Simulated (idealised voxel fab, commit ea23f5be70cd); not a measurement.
The following is a process module called voxel transistor to metal.
Square cell edge 5 nm, section width 200 nm, ID cut.
Each cross-section below is a grid of square cells, stated as bands in top-down order, with one or more rows of cells making up each band.
Top, bottom (nm), then materials left to right with widths (nm); lone material tagged "everywhere" fills the whole band edge to edge; "empty" = empty space.
Heights from 0 (as-received wafer is one material below). Bottom band endless downward, as "0..down".
A width given as "30..40" starts at the first number in the band's top row and ends at the second number in its bottom row, shifting by an equal amount at every step from row to row.
The cross-section has no changed cell in any step marked "no change".
Empty spaces counting at least 8 cells and having no open way to the top are listed in "Fully closed voids". The notation width x height at distance is used for each, the distance being from the left edge and all three values in nm.
Where a step's line continues beyond its settings, the continuation is a remark by the simulator itself on that step.
overlay nm: on a step with a mask, how far right of its planned place the mask lay; negative means left.
Before/after cross-section pairs, one process step each; after shown to lowest changed band; step and settings beneath. Pairs may be from different runs of this module on the same starting wafer; a pair continues from the one above only where its "Pre-step condition" entry says so.

### Pre-step condition
0..down  Si everywhere
Fully closed voids: none

### Resulting Cross-Section
5..0  SiO2 everywhere
Under 0: no change, same as before.
Fully closed voids: none
Between the two cross-sections above, the process step reads CONFORMAL_DEP [material SiO2] [thk nm 5]

Pre-step condition: identical to the post-step cross-section of the immediately preceding pair.

### Resulting Cross-Section
20..5  SiN everywhere
Under 5: no change, same as before.
Fully closed voids: none
Between the two cross-sections above, the process step reads CONFORMAL_DEP [material SiN] [thk nm 15]

Pre-step condition: identical to the post-step cross-section of the immediately preceding pair.

### Resulting Cross-Section
20..5  empty 40; SiN 115; empty 45
Under 5: no change, same as before.
Fully closed voids: none
Between the two cross-sections above, the process step reads MASKED_ETCH [tone cover] [mask id ACTIVE] [width nm 115] [etch materials SiN] [depth nm 15] [overlay nm 0]

Pre-step condition: identical to the post-step cross-section of the immediately preceding pair.

### Resulting Cross-Section
20..5  empty 40; SiN 115; empty 45
5..0  empty 40; SiO2 115; empty 45
Under 0: no change, same as before.
Fully closed voids: none
Between the two cross-sections above, the process step reads MASKED_ETCH [tone cover] [mask id ACTIVE] [width nm 115] [etch materials SiO2] [depth nm 5] [overlay nm 0]

Pre-step condition: identical to the post-step cross-section of the immediately preceding pair.

### Resulting Cross-Section
20..5  empty 40; SiN 115; empty 45
5..0  empty 40; SiO2 115; empty 45
0..-20  empty 40; Si 115; empty 45
Under -20: no change, same as before.
Fully closed voids: none
Between the two cross-sections above, the process step reads MASKED_ETCH [tone cover] [mask id ACTIVE] [width nm 115] [etch materials Si] [depth nm 20] [overlay nm 0]

Pre-step condition: identical to the post-step cross-section of the immediately preceding pair.

### Resulting Cross-Section
35..20  SiO2 everywhere
20..5  SiO2 40; SiN 115; SiO2 45
5..0  SiO2 everywhere
0..-20  SiO2 40; Si 115; SiO2 45
Under -20: no change, same as before.
Fully closed voids: none
Between the two cross-sections above, the process step reads FILL_DEP [material SiO2] [thk nm 15]

Pre-step condition: identical to the post-step cross-section of the immediately preceding pair.

### Resulting Cross-Section
20..5  SiO2 40; SiN 115; SiO2 45
Under 5: no change, same as before.
Fully closed voids: none
Between the two cross-sections above, the process step reads CMP [height nm 20]

Pre-step condition: identical to the post-step cross-section of the immediately preceding pair.

### Resulting Cross-Section
20..10  empty 40; SiN 115; empty 45
Under 10: no change, same as before.
Fully closed voids: none
Between the two cross-sections above, the process step reads SELECTIVE_ETCH [etch materials SiO2] [depth nm 10]

Pre-step condition: identical to the post-step cross-section of the immediately preceding pair.

### Resulting Cross-Section
10..5  SiO2 40; empty 115; SiO2 45
Under 5: no change, same as before.
Fully closed voids: none
Between the two cross-sections above, the process step reads STRIP [etch materials SiN]

Pre-step condition: identical to the post-step cross-section of the immediately preceding pair.

### Resulting Cross-Section
5..0  SiO2 35; empty 125; SiO2 40
Under 0: no change, same as before.
Fully closed voids: none
Between the two cross-sections above, the process step reads SELECTIVE_ETCH [etch materials SiO2] [depth nm 5]

Pre-step condition: identical to the post-step cross-section of the immediately preceding pair.

### Resulting Cross-Section
5..0  SiO2 35; empty 125; SiO2 40
0..-5  SiO2 everywhere
Under -5: no change, same as before.
Fully closed voids: none
Between the two cross-sections above, the process step reads OXIDIZE [depth nm 5]

Pre-step condition: identical to the post-step cross-section of the immediately preceding pair.

### Resulting Cross-Section
30..25  polySi 35; empty 125; polySi 40
25..5  polySi everywhere
5..0  SiO2 35; polySi 125; SiO2 40
Under 0: no change, same as before.
Fully closed voids: none
Between the two cross-sections above, the process step reads DIRECTIONAL_DEP [material polySi] [thk nm 25]

Pre-step condition: identical to the post-step cross-section of the immediately preceding pair.

### Resulting Cross-Section
40..35  SiCN 35; empty 125; SiCN 40
35..30  SiCN everywhere
30..25  polySi 35; SiCN 125; polySi 40
Under 25: no change, same as before.
Fully closed voids: none
Between the two cross-sections above, the process step reads DIRECTIONAL_DEP [material SiCN] [thk nm 10]

Pre-step condition: identical to the post-step cross-section of the immediately preceding pair.

### Resulting Cross-Section
35..30  empty 85; SiCN 25; empty 90
30..25  polySi 35; empty 50; SiCN 25; empty 50; polySi 40
Under 25: no change, same as before.
Fully closed voids: none
Between the two cross-sections above, the process step reads MASKED_ETCH [tone cover] [mask id GATE] [width nm 25] [etch materials SiCN] [depth nm 20] [overlay nm 0]

Pre-step condition: identical to the post-step cross-section of the immediately preceding pair.

### Resulting Cross-Section
35..25  empty 85; SiCN 25; empty 90
25..5  empty 85; polySi 25; empty 90
5..0  SiO2 35; empty 50; polySi 25; empty 50; SiO2 40
Under 0: no change, same as before.
Fully closed voids: none
Between the two cross-sections above, the process step reads MASKED_ETCH [tone cover] [mask id GATE] [width nm 25] [etch materials polySi] [depth nm 35] [overlay nm 0]

Pre-step condition: identical to the post-step cross-section of the immediately preceding pair.

### Resulting Cross-Section
45..35  empty 75; SiN 45; empty 80
35..25  empty 75; SiN 10; SiCN 25; SiN 10; empty 80
25..15  empty 75; SiN 10; polySi 25; SiN 10; empty 80
15..10  SiN 45; empty 30; SiN 10; polySi 25; SiN 10; empty 30; SiN 50
10..5  SiN 85; polySi 25; SiN 90
5..0  SiO2 35; SiN 50; polySi 25; SiN 50; SiO2 40
Under 0: no change, same as before.
Fully closed voids: none
Between the two cross-sections above, the process step reads CONFORMAL_DEP [material SiN] [thk nm 10]

Pre-step condition: identical to the post-step cross-section of the immediately preceding pair.

### Resulting Cross-Section
35..25  empty 75; SiN 10; SiCN 25; SiN 10; empty 80
25..5  empty 75; SiN 10; polySi 25; SiN 10; empty 80
5..0  SiO2 35; SiN 10; empty 30; SiN 10; polySi 25; SiN 10; empty 30; SiN 10; SiO2 40
Under 0: no change, same as before.
Fully closed voids: none
Between the two cross-sections above, the process step reads DIRECTIONAL_ETCH [etch materials SiN] [depth nm 10]

Pre-step condition: identical to the post-step cross-section of the immediately preceding pair.

### Resulting Cross-Section
35..25  empty 75; SiN 10; SiCN 25; SiN 10; empty 80
25..5  empty 75; SiN 10; polySi 25; SiN 10; empty 80
5..0  empty 35; SiN 10; empty 30; SiN 10; polySi 25; SiN 10; empty 30; SiN 10; empty 40
0..-5  SiO2 45; empty 30; SiO2 45; empty 30; SiO2 50
Under -5: no change, same as before.
Fully closed voids: none
Between the two cross-sections above, the process step reads DIRECTIONAL_ETCH [etch materials SiO2] [depth nm 5]

Pre-step condition: identical to the post-step cross-section of the immediately preceding pair.

### Resulting Cross-Section
35..25  empty 75; SiN 10; SiCN 25; SiN 10; empty 80
25..5  empty 75; SiN 10; polySi 25; SiN 10; empty 80
5..0  empty 35; SiN 10; empty 30; SiN 10; polySi 25; SiN 10; empty 30; SiN 10; empty 40
0..-5  SiO2 45; SiGe 30; SiO2 45; SiGe 30; SiO2 50
Under -5: no change, same as before.
Fully closed voids: none
Between the two cross-sections above, the process step reads EPI [material SiGe] [thk nm 5]

Pre-step condition: identical to the post-step cross-section of the immediately preceding pair.

### Resulting Cross-Section
40..35  SiO2 everywhere
35..25  SiO2 75; SiN 10; SiCN 25; SiN 10; SiO2 80
25..5  SiO2 75; SiN 10; polySi 25; SiN 10; SiO2 80
5..0  SiO2 35; SiN 10; SiO2 30; SiN 10; polySi 25; SiN 10; SiO2 30; SiN 10; SiO2 40
Under 0: no change, same as before.
Fully closed voids: none
Between the two cross-sections above, the process step reads FILL_DEP [material SiO2] [thk nm 5]

Pre-step condition: identical to the post-step cross-section of the immediately preceding pair.

### Resulting Cross-Section
35..25  SiO2 75; SiN 10; SiCN 25; SiN 10; SiO2 80
Under 25: no change, same as before.
Fully closed voids: none
Between the two cross-sections above, the process step reads CMP [height nm 35]

Pre-step condition: identical to the post-step cross-section of the immediately preceding pair.

### Resulting Cross-Section
45..35  SiO2 everywhere
Under 35: no change, same as before.
Fully closed voids: none
Between the two cross-sections above, the process step reads DIRECTIONAL_DEP [material SiO2] [thk nm 10]

Pre-step condition: identical to the post-step cross-section of the immediately preceding pair.

### Resulting Cross-Section
60..45  resist 45; empty 20; resist 65; empty 20; resist 50
Under 45: no change, same as before.
Fully closed voids: none
Between the two cross-sections above, the process step reads PATTERN [tone open] [mask id CONTACT] [material resist] [width nm 20] [pitch nm 85] [thk nm 15] [overlay nm 0]

Pre-step condition: identical to the post-step cross-section of the immediately preceding pair.

### Resulting Cross-Section
60..45  resist 45; empty 20; resist 65; empty 20; resist 50
45..35  SiO2 45; empty 20; SiO2 65; empty 20; SiO2 50
35..25  SiO2 45; empty 20; SiO2 10; SiN 10; SiCN 25; SiN 10; SiO2 10; empty 20; SiO2 50
25..5  SiO2 45; empty 20; SiO2 10; SiN 10; polySi 25; SiN 10; SiO2 10; empty 20; SiO2 50
5..0  SiO2 35; SiN 10; empty 20; SiO2 10; SiN 10; polySi 25; SiN 10; SiO2 10; empty 20; SiN 10; SiO2 40
Under 0: no change, same as before.
Fully closed voids: none
Between the two cross-sections above, the process step reads DIRECTIONAL_ETCH [etch materials SiO2] [depth nm 45]

Pre-step condition: identical to the post-step cross-section of the immediately preceding pair.

### Resulting Cross-Section
45..35  SiO2 45; empty 20; SiO2 65; empty 20; SiO2 50
Under 35: no change, same as before.
Fully closed voids: none
Between the two cross-sections above, the process step reads STRIP [etch materials resist]

Pre-step condition: identical to the post-step cross-section of the immediately preceding pair.

### Resulting Cross-Section
50..45  TiN 50; empty 10; TiN 75; empty 10; TiN 55
45..35  SiO2 45; TiN 5; empty 10; TiN 5; SiO2 65; TiN 5; empty 10; TiN 5; SiO2 50
35..25  SiO2 45; TiN 5; empty 10; TiN 5; SiO2 10; SiN 10; SiCN 25; SiN 10; SiO2 10; TiN 5; empty 10; TiN 5; SiO2 50
25..5  SiO2 45; TiN 5; empty 10; TiN 5; SiO2 10; SiN 10; polySi 25; SiN 10; SiO2 10; TiN 5; empty 10; TiN 5; SiO2 50
5..0  SiO2 35; SiN 10; TiN 20; SiO2 10; SiN 10; polySi 25; SiN 10; SiO2 10; TiN 20; SiN 10; SiO2 40
Under 0: no change, same as before.
Fully closed voids: none
Between the two cross-sections above, the process step reads CONFORMAL_DEP [material TiN] [thk nm 5]

Pre-step condition: identical to the post-step cross-section of the immediately preceding pair.

### Resulting Cross-Section
60..50  W everywhere
50..45  TiN 50; W 10; TiN 75; W 10; TiN 55
45..35  SiO2 45; TiN 5; W 10; TiN 5; SiO2 65; TiN 5; W 10; TiN 5; SiO2 50
35..25  SiO2 45; TiN 5; W 10; TiN 5; SiO2 10; SiN 10; SiCN 25; SiN 10; SiO2 10; TiN 5; W 10; TiN 5; SiO2 50
25..5  SiO2 45; TiN 5; W 10; TiN 5; SiO2 10; SiN 10; polySi 25; SiN 10; SiO2 10; TiN 5; W 10; TiN 5; SiO2 50
Under 5: no change, same as before.
Fully closed voids: none
Between the two cross-sections above, the process step reads FILL_DEP [material W] [thk nm 10]

Pre-step condition: identical to the post-step cross-section of the immediately preceding pair.

### Resulting Cross-Section
45..35  SiO2 45; TiN 5; W 10; TiN 5; SiO2 65; TiN 5; W 10; TiN 5; SiO2 50
Under 35: no change, same as before.
Fully closed voids: none
Between the two cross-sections above, the process step reads CMP [height nm 45]

Pre-step condition: identical to the post-step cross-section of the immediately preceding pair.

### Resulting Cross-Section
50..45  TiN everywhere
Under 45: no change, same as before.
Fully closed voids: none
Between the two cross-sections above, the process step reads DIRECTIONAL_DEP [material TiN] [thk nm 5]

Pre-step condition: identical to the post-step cross-section of the immediately preceding pair.

### Resulting Cross-Section
70..50  Ru everywhere
Under 50: no change, same as before.
Fully closed voids: none
Between the two cross-sections above, the process step reads DIRECTIONAL_DEP [material Ru] [thk nm 20]

Pre-step condition: identical to the post-step cross-section of the immediately preceding pair.

### Resulting Cross-Section
80..70  aC everywhere
Under 70: no change, same as before.
Fully closed voids: none
Between the two cross-sections above, the process step reads DIRECTIONAL_DEP [material aC] [thk nm 10]

Pre-step condition: identical to the post-step cross-section of the immediately preceding pair.

### Resulting Cross-Section
105..80  empty 45; resist 20; empty 65; resist 20; empty 50
Under 80: no change, same as before.
Fully closed voids: none
Between the two cross-sections above, the process step reads PATTERN [tone cover] [mask id METAL_1] [material resist] [width nm 20] [pitch nm 85] [thk nm 25] [overlay nm 0]

Pre-step condition: identical to the post-step cross-section of the immediately preceding pair.

### Resulting Cross-Section
95..80  empty 45; resist 20; empty 65; resist 20; empty 50
80..70  empty 45; aC 20; empty 65; aC 20; empty 50
Under 70: no change, same as before.
Fully closed voids: none
Between the two cross-sections above, the process step reads DIRECTIONAL_ETCH [etch materials aC] [depth nm 10]

Pre-step condition: identical to the post-step cross-section of the immediately preceding pair.

### Resulting Cross-Section
80..70  empty 45; aC 20; empty 65; aC 20; empty 50
Under 70: no change, same as before.
Fully closed voids: none
Between the two cross-sections above, the process step reads STRIP [etch materials resist]

Pre-step condition: identical to the post-step cross-section of the immediately preceding pair.

### Resulting Cross-Section
80..70  empty 45; aC 20; empty 65; aC 20; empty 50
70..50  empty 45; Ru 20; empty 65; Ru 20; empty 50
Under 50: no change, same as before.
Fully closed voids: none
Between the two cross-sections above, the process step reads DIRECTIONAL_ETCH [etch materials Ru] [depth nm 20]

Pre-step condition: identical to the post-step cross-section of the immediately preceding pair.

### Resulting Cross-Section
80..70  empty 45; aC 20; empty 65; aC 20; empty 50
70..50  empty 45; Ru 20; empty 65; Ru 20; empty 50
50..45  empty 45; TiN 20; empty 65; TiN 20; empty 50
Under 45: no change, same as before.
Fully closed voids: none
Between the two cross-sections above, the process step reads DIRECTIONAL_ETCH [etch materials TiN] [depth nm 5]

Pre-step condition: identical to the post-step cross-section of the immediately preceding pair.

### Resulting Cross-Section
70..50  empty 45; Ru 20; empty 65; Ru 20; empty 50
Under 50: no change, same as before.
Fully closed voids: none
Between the two cross-sections above, the process step reads STRIP [etch materials aC]

Pre-step condition: identical to the post-step cross-section of the immediately preceding pair.

### Resulting Cross-Section
75..70  empty 40; SiN 30; empty 55; SiN 30; empty 45
70..50  empty 40; SiN 5; Ru 20; SiN 5; empty 55; SiN 5; Ru 20; SiN 5; empty 45
50..45  SiN 45; TiN 20; SiN 65; TiN 20; SiN 50
Under 45: no change, same as before.
Fully closed voids: none
Between the two cross-sections above, the process step reads CONFORMAL_DEP [material SiN] [thk nm 5]

Pre-step condition: identical to the post-step cross-section of the immediately preceding pair.

### Resulting Cross-Section
80..75  SiO2 everywhere
75..70  SiO2 40; SiN 30; SiO2 55; SiN 30; SiO2 45
70..50  SiO2 40; SiN 5; Ru 20; SiN 5; SiO2 55; SiN 5; Ru 20; SiN 5; SiO2 45
Under 50: no change, same as before.
Fully closed voids: none
Between the two cross-sections above, the process step reads FILL_DEP [material SiO2] [thk nm 5]

Pre-step condition: identical to the post-step cross-section of the immediately preceding pair.

### Resulting Cross-Section
70..50  SiO2 40; SiN 5; Ru 20; SiN 5; SiO2 55; SiN 5; Ru 20; SiN 5; SiO2 45
Under 50: no change, same as before.
Fully closed voids: none
Between the two cross-sections above, the process step reads CMP [height nm 70]

Pre-step condition: identical to the post-step cross-section of the immediately preceding pair.

### Resulting Cross-Section
75..70  SiCN everywhere
Under 70: no change, same as before.
Fully closed voids: none
Between the two cross-sections above, the process step reads CONFORMAL_DEP [material SiCN] [thk nm 5]

### Pre-step condition
60..50  W everywhere
50..45  TiN 50; W 10; TiN 75; W 10; TiN 55
45..35  SiO2 45; TiN 5; W 10; TiN 5; SiO2 65; TiN 5; W 10; TiN 5; SiO2 50
35..25  SiO2 45; TiN 5; W 10; TiN 5; SiO2 10; SiN 10; SiCN 25; SiN 10; SiO2 10; TiN 5; W 10; TiN 5; SiO2 50
25..5  SiO2 45; TiN 5; W 10; TiN 5; SiO2 10; SiN 10; polySi 25; SiN 10; SiO2 10; TiN 5; W 10; TiN 5; SiO2 50
5..0  SiO2 35; SiN 10; TiN 20; SiO2 10; SiN 10; polySi 25; SiN 10; SiO2 10; TiN 20; SiN 10; SiO2 40
0..-5  SiO2 45; SiGe 30; SiO2 45; SiGe 30; SiO2 50
-5..-20  SiO2 40; Si 115; SiO2 45
-20..down  Si everywhere
Fully closed voids: none

### Resulting Cross-Section
65..60  TiN everywhere
Under 60: no change, same as before.
Fully closed voids: none
Between the two cross-sections above, the process step reads DIRECTIONAL_DEP [material TiN] [thk nm 5]

Pre-step condition: identical to the post-step cross-section of the immediately preceding pair.

### Resulting Cross-Section
85..65  Ru everywhere
Under 65: no change, same as before.
Fully closed voids: none
Between the two cross-sections above, the process step reads DIRECTIONAL_DEP [material Ru] [thk nm 20]

Pre-step condition: identical to the post-step cross-section of the immediately preceding pair.

### Resulting Cross-Section
95..85  aC everywhere
Under 85: no change, same as before.
Fully closed voids: none
Between the two cross-sections above, the process step reads DIRECTIONAL_DEP [material aC] [thk nm 10]

Pre-step condition: identical to the post-step cross-section of the immediately preceding pair.

### Resulting Cross-Section
120..95  empty 45; resist 20; empty 65; resist 20; empty 50
Under 95: no change, same as before.
Fully closed voids: none
Between the two cross-sections above, the process step reads PATTERN [tone cover] [mask id METAL_1] [material resist] [width nm 20] [pitch nm 85] [thk nm 25] [overlay nm 0]

Pre-step condition: identical to the post-step cross-section of the immediately preceding pair.

### Resulting Cross-Section
110..95  empty 45; resist 20; empty 65; resist 20; empty 50
95..85  empty 45; aC 20; empty 65; aC 20; empty 50
Under 85: no change, same as before.
Fully closed voids: none
Between the two cross-sections above, the process step reads DIRECTIONAL_ETCH [etch materials aC] [depth nm 10]

Pre-step condition: identical to the post-step cross-section of the immediately preceding pair.

### Resulting Cross-Section
95..85  empty 45; aC 20; empty 65; aC 20; empty 50
Under 85: no change, same as before.
Fully closed voids: none
Between the two cross-sections above, the process step reads STRIP [etch materials resist]

Pre-step condition: identical to the post-step cross-section of the immediately preceding pair.

### Resulting Cross-Section
95..85  empty 45; aC 20; empty 65; aC 20; empty 50
85..65  empty 45; Ru 20; empty 65; Ru 20; empty 50
Under 65: no change, same as before.
Fully closed voids: none
Between the two cross-sections above, the process step reads DIRECTIONAL_ETCH [etch materials Ru] [depth nm 20]

Pre-step condition: identical to the post-step cross-section of the immediately preceding pair.

### Resulting Cross-Section
95..85  empty 45; aC 20; empty 65; aC 20; empty 50
85..65  empty 45; Ru 20; empty 65; Ru 20; empty 50
65..60  empty 45; TiN 20; empty 65; TiN 20; empty 50
Under 60: no change, same as before.
Fully closed voids: none
Between the two cross-sections above, the process step reads DIRECTIONAL_ETCH [etch materials TiN] [depth nm 5]

Pre-step condition: identical to the post-step cross-section of the immediately preceding pair.

### Resulting Cross-Section
85..65  empty 45; Ru 20; empty 65; Ru 20; empty 50
Under 65: no change, same as before.
Fully closed voids: none
Between the two cross-sections above, the process step reads STRIP [etch materials aC]

Pre-step condition: identical to the post-step cross-section of the immediately preceding pair.

### Resulting Cross-Section
90..85  empty 40; SiN 30; empty 55; SiN 30; empty 45
85..65  empty 40; SiN 5; Ru 20; SiN 5; empty 55; SiN 5; Ru 20; SiN 5; empty 45
65..60  SiN 45; TiN 20; SiN 65; TiN 20; SiN 50
Under 60: no change, same as before.
Fully closed voids: none
Between the two cross-sections above, the process step reads CONFORMAL_DEP [material SiN] [thk nm 5]

Pre-step condition: identical to the post-step cross-section of the immediately preceding pair.

### Resulting Cross-Section
95..90  SiO2 everywhere
90..85  SiO2 40; SiN 30; SiO2 55; SiN 30; SiO2 45
85..65  SiO2 40; SiN 5; Ru 20; SiN 5; SiO2 55; SiN 5; Ru 20; SiN 5; SiO2 45
Under 65: no change, same as before.
Fully closed voids: none
Between the two cross-sections above, the process step reads FILL_DEP [material SiO2] [thk nm 5]

Pre-step condition: identical to the post-step cross-section of the immediately preceding pair.

### Resulting Cross-Section
70..65  SiO2 40; SiN 5; Ru 20; SiN 5; SiO2 55; SiN 5; Ru 20; SiN 5; SiO2 45
Under 65: no change, same as before.
Fully closed voids: none
Between the two cross-sections above, the process step reads CMP [height nm 70]

Pre-step condition: identical to the post-step cross-section of the immediately preceding pair.

### Resulting Cross-Section
75..70  SiCN everywhere
Under 70: no change, same as before.
Fully closed voids: none
Between the two cross-sections above, the process step reads CONFORMAL_DEP [material SiCN] [thk nm 5]

### Pre-step condition
20..5  empty 40; SiN 115; empty 45
5..0  empty 40; SiO2 115; empty 45
0..-20  empty 40; Si 115; empty 45
-20..down  Si everywhere
Fully closed voids: none

### Resulting Cross-Section
20..5  empty 40; SiN 115; empty 45
5..0  empty 40; SiO2 115; empty 45
0..-40  empty 40; Si 115; empty 45
Under -40: no change, same as before.
Fully closed voids: none
Between the two cross-sections above, the process step reads MASKED_ETCH [tone cover] [mask id ACTIVE] [width nm 115] [etch materials Si] [depth nm 20] [overlay nm 0]

Pre-step condition: identical to the post-step cross-section of the immediately preceding pair.

### Resulting Cross-Section
35..20  SiO2 everywhere
20..5  SiO2 40; SiN 115; SiO2 45
5..0  SiO2 everywhere
0..-40  SiO2 40; Si 115; SiO2 45
Under -40: no change, same as before.
Fully closed voids: none
Between the two cross-sections above, the process step reads FILL_DEP [material SiO2] [thk nm 15]

Pre-step condition: identical to the post-step cross-section of the immediately preceding pair.

### Resulting Cross-Section
20..5  SiO2 40; SiN 115; SiO2 45
Under 5: no change, same as before.
Fully closed voids: none
Between the two cross-sections above, the process step reads CMP [height nm 20]

Pre-step condition: identical to the post-step cross-section of the immediately preceding pair.

### Resulting Cross-Section
20..10  empty 40; SiN 115; empty 45
Under 10: no change, same as before.
Fully closed voids: none
Between the two cross-sections above, the process step reads SELECTIVE_ETCH [etch materials SiO2] [depth nm 10]

Pre-step condition: identical to the post-step cross-section of the immediately preceding pair.

### Resulting Cross-Section
10..5  SiO2 40; empty 115; SiO2 45
Under 5: no change, same as before.
Fully closed voids: none
Between the two cross-sections above, the process step reads STRIP [etch materials SiN]

Pre-step condition: identical to the post-step cross-section of the immediately preceding pair.

### Resulting Cross-Section
5..0  SiO2 35; empty 125; SiO2 40
Under 0: no change, same as before.
Fully closed voids: none
Between the two cross-sections above, the process step reads SELECTIVE_ETCH [etch materials SiO2] [depth nm 5]

Pre-step condition: identical to the post-step cross-section of the immediately preceding pair.

### Resulting Cross-Section
5..0  SiO2 35; empty 125; SiO2 40
0..-5  SiO2 everywhere
Under -5: no change, same as before.
Fully closed voids: none
Between the two cross-sections above, the process step reads OXIDIZE [depth nm 5]

Pre-step condition: identical to the post-step cross-section of the immediately preceding pair.

### Resulting Cross-Section
30..25  polySi 35; empty 125; polySi 40
25..5  polySi everywhere
5..0  SiO2 35; polySi 125; SiO2 40
Under 0: no change, same as before.
Fully closed voids: none
Between the two cross-sections above, the process step reads DIRECTIONAL_DEP [material polySi] [thk nm 25]

Pre-step condition: identical to the post-step cross-section of the immediately preceding pair.

### Resulting Cross-Section
40..35  SiCN 35; empty 125; SiCN 40
35..30  SiCN everywhere
30..25  polySi 35; SiCN 125; polySi 40
Under 25: no change, same as before.
Fully closed voids: none
Between the two cross-sections above, the process step reads DIRECTIONAL_DEP [material SiCN] [thk nm 10]

Pre-step condition: identical to the post-step cross-section of the immediately preceding pair.

### Resulting Cross-Section
35..30  empty 85; SiCN 25; empty 90
30..25  polySi 35; empty 50; SiCN 25; empty 50; polySi 40
Under 25: no change, same as before.
Fully closed voids: none
Between the two cross-sections above, the process step reads MASKED_ETCH [tone cover] [mask id GATE] [width nm 25] [etch materials SiCN] [depth nm 20] [overlay nm 0]

Pre-step condition: identical to the post-step cross-section of the immediately preceding pair.

### Resulting Cross-Section
35..25  empty 85; SiCN 25; empty 90
25..5  empty 85; polySi 25; empty 90
5..0  SiO2 35; empty 50; polySi 25; empty 50; SiO2 40
Under 0: no change, same as before.
Fully closed voids: none
Between the two cross-sections above, the process step reads MASKED_ETCH [tone cover] [mask id GATE] [width nm 25] [etch materials polySi] [depth nm 35] [overlay nm 0]

Pre-step condition: identical to the post-step cross-section of the immediately preceding pair.

### Resulting Cross-Section
45..35  empty 75; SiN 45; empty 80
35..25  empty 75; SiN 10; SiCN 25; SiN 10; empty 80
25..15  empty 75; SiN 10; polySi 25; SiN 10; empty 80
15..10  SiN 45; empty 30; SiN 10; polySi 25; SiN 10; empty 30; SiN 50
10..5  SiN 85; polySi 25; SiN 90
5..0  SiO2 35; SiN 50; polySi 25; SiN 50; SiO2 40
Under 0: no change, same as before.
Fully closed voids: none
Between the two cross-sections above, the process step reads CONFORMAL_DEP [material SiN] [thk nm 10]

Pre-step condition: identical to the post-step cross-section of the immediately preceding pair.

### Resulting Cross-Section
35..25  empty 75; SiN 10; SiCN 25; SiN 10; empty 80
25..5  empty 75; SiN 10; polySi 25; SiN 10; empty 80
5..0  SiO2 35; SiN 10; empty 30; SiN 10; polySi 25; SiN 10; empty 30; SiN 10; SiO2 40
Under 0: no change, same as before.
Fully closed voids: none
Between the two cross-sections above, the process step reads DIRECTIONAL_ETCH [etch materials SiN] [depth nm 10]

Pre-step condition: identical to the post-step cross-section of the immediately preceding pair.

### Resulting Cross-Section
35..25  empty 75; SiN 10; SiCN 25; SiN 10; empty 80
25..5  empty 75; SiN 10; polySi 25; SiN 10; empty 80
5..0  empty 35; SiN 10; empty 30; SiN 10; polySi 25; SiN 10; empty 30; SiN 10; empty 40
0..-5  SiO2 45; empty 30; SiO2 45; empty 30; SiO2 50
Under -5: no change, same as before.
Fully closed voids: none
Between the two cross-sections above, the process step reads DIRECTIONAL_ETCH [etch materials SiO2] [depth nm 5]

Pre-step condition: identical to the post-step cross-section of the immediately preceding pair.

### Resulting Cross-Section
35..25  empty 75; SiN 10; SiCN 25; SiN 10; empty 80
25..5  empty 75; SiN 10; polySi 25; SiN 10; empty 80
5..0  empty 35; SiN 10; empty 30; SiN 10; polySi 25; SiN 10; empty 30; SiN 10; empty 40
0..-5  SiO2 45; SiGe 30; SiO2 45; SiGe 30; SiO2 50
Under -5: no change, same as before.
Fully closed voids: none
Between the two cross-sections above, the process step reads EPI [material SiGe] [thk nm 5]

Pre-step condition: identical to the post-step cross-section of the immediately preceding pair.

### Resulting Cross-Section
40..35  SiO2 everywhere
35..25  SiO2 75; SiN 10; SiCN 25; SiN 10; SiO2 80
25..5  SiO2 75; SiN 10; polySi 25; SiN 10; SiO2 80
5..0  SiO2 35; SiN 10; SiO2 30; SiN 10; polySi 25; SiN 10; SiO2 30; SiN 10; SiO2 40
Under 0: no change, same as before.
Fully closed voids: none
Between the two cross-sections above, the process step reads FILL_DEP [material SiO2] [thk nm 5]

Pre-step condition: identical to the post-step cross-section of the immediately preceding pair.

### Resulting Cross-Section
35..25  SiO2 75; SiN 10; SiCN 25; SiN 10; SiO2 80
Under 25: no change, same as before.
Fully closed voids: none
Between the two cross-sections above, the process step reads CMP [height nm 35]

Pre-step condition: identical to the post-step cross-section of the immediately preceding pair.

### Resulting Cross-Section
45..35  SiO2 everywhere
Under 35: no change, same as before.
Fully closed voids: none
Between the two cross-sections above, the process step reads DIRECTIONAL_DEP [material SiO2] [thk nm 10]

Pre-step condition: identical to the post-step cross-section of the immediately preceding pair.

### Resulting Cross-Section
60..45  resist 45; empty 20; resist 65; empty 20; resist 50
Under 45: no change, same as before.
Fully closed voids: none
Between the two cross-sections above, the process step reads PATTERN [tone open] [mask id CONTACT] [material resist] [width nm 20] [pitch nm 85] [thk nm 15] [overlay nm 0]

Pre-step condition: identical to the post-step cross-section of the immediately preceding pair.

### Resulting Cross-Section
60..45  resist 45; empty 20; resist 65; empty 20; resist 50
45..35  SiO2 45; empty 20; SiO2 65; empty 20; SiO2 50
35..25  SiO2 45; empty 20; SiO2 10; SiN 10; SiCN 25; SiN 10; SiO2 10; empty 20; SiO2 50
25..5  SiO2 45; empty 20; SiO2 10; SiN 10; polySi 25; SiN 10; SiO2 10; empty 20; SiO2 50
5..0  SiO2 35; SiN 10; empty 20; SiO2 10; SiN 10; polySi 25; SiN 10; SiO2 10; empty 20; SiN 10; SiO2 40
Under 0: no change, same as before.
Fully closed voids: none
Between the two cross-sections above, the process step reads DIRECTIONAL_ETCH [etch materials SiO2] [depth nm 45]

Pre-step condition: identical to the post-step cross-section of the immediately preceding pair.

### Resulting Cross-Section
45..35  SiO2 45; empty 20; SiO2 65; empty 20; SiO2 50
Under 35: no change, same as before.
Fully closed voids: none
Between the two cross-sections above, the process step reads STRIP [etch materials resist]

Pre-step condition: identical to the post-step cross-section of the immediately preceding pair.

### Resulting Cross-Section
50..45  TiN 50; empty 10; TiN 75; empty 10; TiN 55
45..35  SiO2 45; TiN 5; empty 10; TiN 5; SiO2 65; TiN 5; empty 10; TiN 5; SiO2 50
35..25  SiO2 45; TiN 5; empty 10; TiN 5; SiO2 10; SiN 10; SiCN 25; SiN 10; SiO2 10; TiN 5; empty 10; TiN 5; SiO2 50
25..5  SiO2 45; TiN 5; empty 10; TiN 5; SiO2 10; SiN 10; polySi 25; SiN 10; SiO2 10; TiN 5; empty 10; TiN 5; SiO2 50
5..0  SiO2 35; SiN 10; TiN 20; SiO2 10; SiN 10; polySi 25; SiN 10; SiO2 10; TiN 20; SiN 10; SiO2 40
Under 0: no change, same as before.
Fully closed voids: none
Between the two cross-sections above, the process step reads CONFORMAL_DEP [material TiN] [thk nm 5]
